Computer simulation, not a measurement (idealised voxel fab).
process module | voxel transistor to metal
cross-section cut | 215 nm wide | cells 5 nm
A cross-section is a grid of square cells, given in bands from the top down. A band is one or more rows of cells.
Each band's line starts with the height of the band's top and of its bottom, in nm. Then come its materials from left to right, each with its width in nm. One material with "throughout" fills the band from edge to edge. "air" is empty space.
Height 0 is the level under which the wafer as received is all one material. The lowest band goes on downwards, as in "0 down".
A width such as "30 to 40" changes by the same amount from each row of cells to the next, from the band's top row to its bottom row.
"no change" after a step means that no cell of the cross-section changed.
closed voids: empty space of 8 cells or more with no open way to the top, each as width x height at its distance from the left edge, in nm
after a step's settings: what the simulator itself notes on the step
overlay nm, on a step with a mask: how far to the right of its planned place the mask lay; to the left if negative
plan
1 op RECEIVE | material Si
2 op CONFORMAL_DEP | material SiO2 | thk nm 5
3 op CONFORMAL_DEP | material SiN | thk nm 10
4 op PATTERN | tone cover | mask id ACTIVE | material resist | width nm 110 | thk nm 15 | overlay nm 0
5 op DIRECTIONAL_ETCH | etch materials SiN | depth nm 10
6 op DIRECTIONAL_ETCH | etch materials SiO2 | depth nm 5
7 op DIRECTIONAL_ETCH | etch materials Si | depth nm 20
8 op STRIP | etch materials resist
9 op OXIDIZE | depth nm 5
10 op FILL_DEP | material SiO2 | thk nm 15
11 op CMP | height nm 15
12 op SELECTIVE_ETCH | etch materials SiO2 | depth nm 5
13 op STRIP | etch materials SiN
14 op SELECTIVE_ETCH | etch materials SiO2 | depth nm 5
15 op OXIDIZE | depth nm 5
16 op DIRECTIONAL_DEP | material polySi | thk nm 30
17 op DIRECTIONAL_DEP | material SiCN | thk nm 10
18 op PATTERN | tone cover | mask id GATE | material resist | width nm 20 | thk nm 15 | overlay nm 0
19 op DIRECTIONAL_ETCH | etch materials SiCN | depth nm 20
20 op DIRECTIONAL_ETCH | etch materials polySi | depth nm 40
21 op STRIP | etch materials resist
22 op CONFORMAL_DEP | material SiN | thk nm 10
23 op DIRECTIONAL_ETCH | etch materials SiN | depth nm 10
24 op DIRECTIONAL_ETCH | etch materials SiO2 | depth nm 5
25 op DIRECTIONAL_ETCH | etch materials Si | depth nm 10
26 op EPI | material pSi | thk nm 10
27 op FILL_DEP | material SiO2 | thk nm 5
28 op CMP | height nm 40
29 op DIRECTIONAL_DEP | material SiO2 | thk nm 10
30 op PATTERN | tone open | mask id CONTACT | material resist | width nm 20 | pitch nm 80 | thk nm 20 | overlay nm 0
31 op DIRECTIONAL_ETCH | etch materials SiO2 | depth nm 55
32 op STRIP | etch materials resist
33 op CONFORMAL_DEP | material TiN | thk nm 5
34 op FILL_DEP | material Ru | thk nm 5
35 op CMP | height nm 50
36 op CONFORMAL_DEP | material SiCN | thk nm 5
37 op DIRECTIONAL_DEP | material lowk | thk nm 20
38 op PATTERN | tone open | mask id METAL_1 | material resist | width nm 20 | pitch nm 80 | thk nm 15 | overlay nm 0
39 op DIRECTIONAL_ETCH | etch materials lowk | depth nm 20
40 op DIRECTIONAL_ETCH | etch materials SiCN | depth nm 5
41 op STRIP | etch materials resist
42 op CONFORMAL_DEP | material TiN | thk nm 5
43 op FILL_DEP | material Cu | thk nm 10
44 op CMP | height nm 75
45 op CONFORMAL_DEP | material SiCN | thk nm 5
46 op DIRECTIONAL_DEP | material SiO2 | thk nm 35
47 op DIRECTIONAL_DEP | material aC | thk nm 15
48 op PATTERN | tone open | mask id METAL_2_HOLES | material resist | width nm 15 | pitch nm 80 | thk nm 35 | overlay nm 0
49 op DIRECTIONAL_ETCH | etch materials aC | depth nm 15
50 op STRIP | etch materials resist
51 op DIRECTIONAL_ETCH | etch materials SiO2 | depth nm 35
52 op STRIP | etch materials aC
53 op MASKED_ETCH | tone open | mask id METAL_2 | width nm 20 | pitch nm 80 | etch materials SiO2 | depth nm 20 | overlay nm 0
54 op MASKED_ETCH | tone open | mask id METAL_2 | width nm 20 | pitch nm 80 | etch materials SiCN | depth nm 5 | overlay nm 0
55 op CONFORMAL_DEP | material TiN | thk nm 5
56 op FILL_DEP | material Ru | thk nm 5
57 op CMP | height nm 115
58 op CONFORMAL_DEP | material SiCN | thk nm 5
as received, after step 1
  0 down: Si throughout
  closed voids: none
a wafer at the end: this start, this plan, one mistake
  120 to 115: SiCN throughout
  115 to 110: SiCN 55 | TiN 20 | SiCN 60 | TiN 20 | SiCN 60
  110 to 75: SiO2 throughout
  75 to 55: lowk 55 | TiN 5 | Cu 10 | TiN 5 | lowk 60 | TiN 5 | Cu 10 | TiN 5 | lowk 60
  55 to 50: SiCN 55 | TiN 20 | SiCN 60 | TiN 20 | SiCN 60
  50 to 40: SiO2 55 | TiN 5 | Ru 10 | TiN 5 | SiO2 60 | TiN 5 | Ru 10 | TiN 5 | SiO2 60
  40 to 30: SiO2 55 | TiN 5 | Ru 10 | TiN 5 | SiO2 10 | SiN 10 | SiCN 20 | SiN 10 | SiO2 10 | TiN 5 | Ru 10 | TiN 5 | SiO2 60
  30 to 5: SiO2 55 | TiN 5 | Ru 10 | TiN 5 | SiO2 10 | SiN 10 | polySi 20 | SiN 10 | SiO2 10 | TiN 5 | Ru 10 | TiN 5 | SiO2 60
  5 to 0: SiO2 45 | SiN 10 | TiN 5 | Ru 10 | TiN 5 | pSi 10 | SiN 10 | polySi 20 | SiN 10 | pSi 10 | TiN 5 | Ru 10 | TiN 5 | SiN 10 | SiO2 50
  0 to -5: SiO2 55 | TiN 20 | pSi 10 | SiO2 40 | pSi 10 | TiN 20 | SiO2 60
  -5 to -15: SiO2 55 | pSi 30 | Si 40 | pSi 30 | SiO2 60
  -15 to -25: SiO2 55 | Si 100 | SiO2 60
  -25 down: Si throughout
  closed voids: none
what went wrong: steps 45 and 46 were swapped
